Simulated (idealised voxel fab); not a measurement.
This is a process module. Its name is voxel fin reveal.
Each square cell in cross-section cut measures 5 nm, and the section as a whole is 220 nm wide.
Just so we're on the same page, the cross-sections are grids of square cells, and they're listed out in bands top to bottom, each band one or more rows deep.
Top height, bottom height, nm. Materials left to right, width each, nm. Single material + "full width" = fills band edge to edge. "empty" = empty.
Convention: height 0 is the level below which the wafer, as received, is all one material. The lowest band does not terminate at the bottom but continues downward, represented as "top 0, no bottom".
You'd read "30->40" like this: the band's top row of cells is as wide as the first number, its bottom row is as wide as the second, and going down, every row changes width by the same amount as the row before did.
What does "stayed the same" mean for a step? It means no cell of the cross-section changed in that step.
"Trapped voids" specifies each empty space that is not open to the top and that occupies no fewer than 8 cells, using the form width x height at distance, the distance measured from the left edge and all three quantities in nm.
Text after the settings on a step's line: the simulator's own remark on that step.
overlay nm: for a step with a mask, the amount by which the mask lay right of where it was planned; a negative amount means left of it.
## The planned process steps are enumerated hereunder
1 RECEIVE | material Si
2 CONFORMAL_DEP | material SiN | thk nm 10
3 MASKED_ETCH | tone cover | mask id FINS | width nm 15 | pitch nm 35 | etch materials SiN | depth nm 10 | overlay nm 0
4 MASKED_ETCH | tone cover | mask id FINS | width nm 15 | pitch nm 35 | etch materials Si | depth nm 40 | overlay nm 0
5 OXIDIZE | depth nm 5
6 FILL_DEP | material SiO2 | thk nm 15
7 CMP | height nm 10
8 SELECTIVE_ETCH | etch materials SiO2 | depth nm 30
9 STRIP | etch materials SiN
## Of two wafers, the first: run according to plan
## Wafer as received: cross-section following step 1
* top 0, no bottom | Si full width
* Trapped voids: none
## Cross-section of the wafer after step 2
* top 10, bottom 0 | SiN full width
* Beneath the level 0, the cross-section is identical to its previous state.
## Cross-section of the wafer after step 3
* top 10, bottom 0 | 65 empty, then 15 SiN, then 20 empty, then 15 SiN, then 20 empty, then 15 SiN, then 70 empty
* Beneath the level 0, the cross-section is identical to its previous state.
## Cross-section of the wafer after step 4
* top 10, bottom 0 | 65 empty, then 15 SiN, then 20 empty, then 15 SiN, then 20 empty, then 15 SiN, then 70 empty
* top 0, bottom -40 | 65 empty, then 15 Si, then 20 empty, then 15 Si, then 20 empty, then 15 Si, then 70 empty
* Beneath the level -40, the cross-section is identical to its previous state.
## Cross-section of the wafer after step 5
* top 10, bottom 0 | 65 empty, then 15 SiN, then 20 empty, then 15 SiN, then 20 empty, then 15 SiN, then 70 empty
* top 0, bottom -40 | 65 empty, then 5 SiO2, then 5 Si, then 5 SiO2, then 20 empty, then 5 SiO2, then 5 Si, then 5 SiO2, then 20 empty, then 5 SiO2, then 5 Si, then 5 SiO2, then 70 empty
* top -40, bottom -45 | 70 SiO2, then 5 Si, then 30 SiO2, then 5 Si, then 30 SiO2, then 5 Si, then 75 SiO2
* Beneath the level -45, the cross-section is identical to its previous state.
## Cross-section of the wafer after step 6
* top 25, bottom 10 | SiO2 full width
* top 10, bottom 0 | 65 SiO2, then 15 SiN, then 20 SiO2, then 15 SiN, then 20 SiO2, then 15 SiN, then 70 SiO2
* top 0, bottom -45 | 70 SiO2, then 5 Si, then 30 SiO2, then 5 Si, then 30 SiO2, then 5 Si, then 75 SiO2
* Beneath the level -45, the cross-section is identical to its previous state.
## Cross-section of the wafer after step 7
* top 10, bottom 0 | 65 SiO2, then 15 SiN, then 20 SiO2, then 15 SiN, then 20 SiO2, then 15 SiN, then 70 SiO2
* Beneath the level 0, the cross-section is identical to its previous state.
## Cross-section of the wafer after step 8
* top 10, bottom 0 | 65 empty, then 15 SiN, then 20 empty, then 15 SiN, then 20 empty, then 15 SiN, then 70 empty
* top 0, bottom -20 | 70 empty, then 5 Si, then 30 empty, then 5 Si, then 30 empty, then 5 Si, then 75 empty
* Beneath the level -20, the cross-section is identical to its previous state.
## Cross-section of the wafer after step 9
* top 0, bottom -20 | 70 empty, then 5 Si, then 30 empty, then 5 Si, then 30 empty, then 5 Si, then 75 empty
* Beneath the level -20, the cross-section is identical to its previous state.
## Regarding the second of the two wafers: it shared the first wafer's starting condition and process plan, yet one error occurred during its execution. Its history coincides with that of the first wafer up to and including step 7
## Second wafer, cross-section, planned end of step 8
* top 10, bottom 0 | 65 empty, then 15 SiN, then 20 empty, then 15 SiN, then 20 empty, then 15 SiN, then 70 empty
* top 0, bottom -45 | 70 empty, then 5 Si, then 30 empty, then 5 Si, then 30 empty, then 5 Si, then 75 empty
* Beneath the level -45, the cross-section is identical to its previous state.
## Second wafer, cross-section, planned end of step 9
* top 0, bottom -45 | 70 empty, then 5 Si, then 30 empty, then 5 Si, then 30 empty, then 5 Si, then 75 empty
* Beneath the level -45, the cross-section is identical to its previous state.
What broke from the plan during processing? step 8, plan: ran twice
Wrapping up, a cell-based count of both wafers puts the second over or under the first for these materials: SiO2: 205 fewer
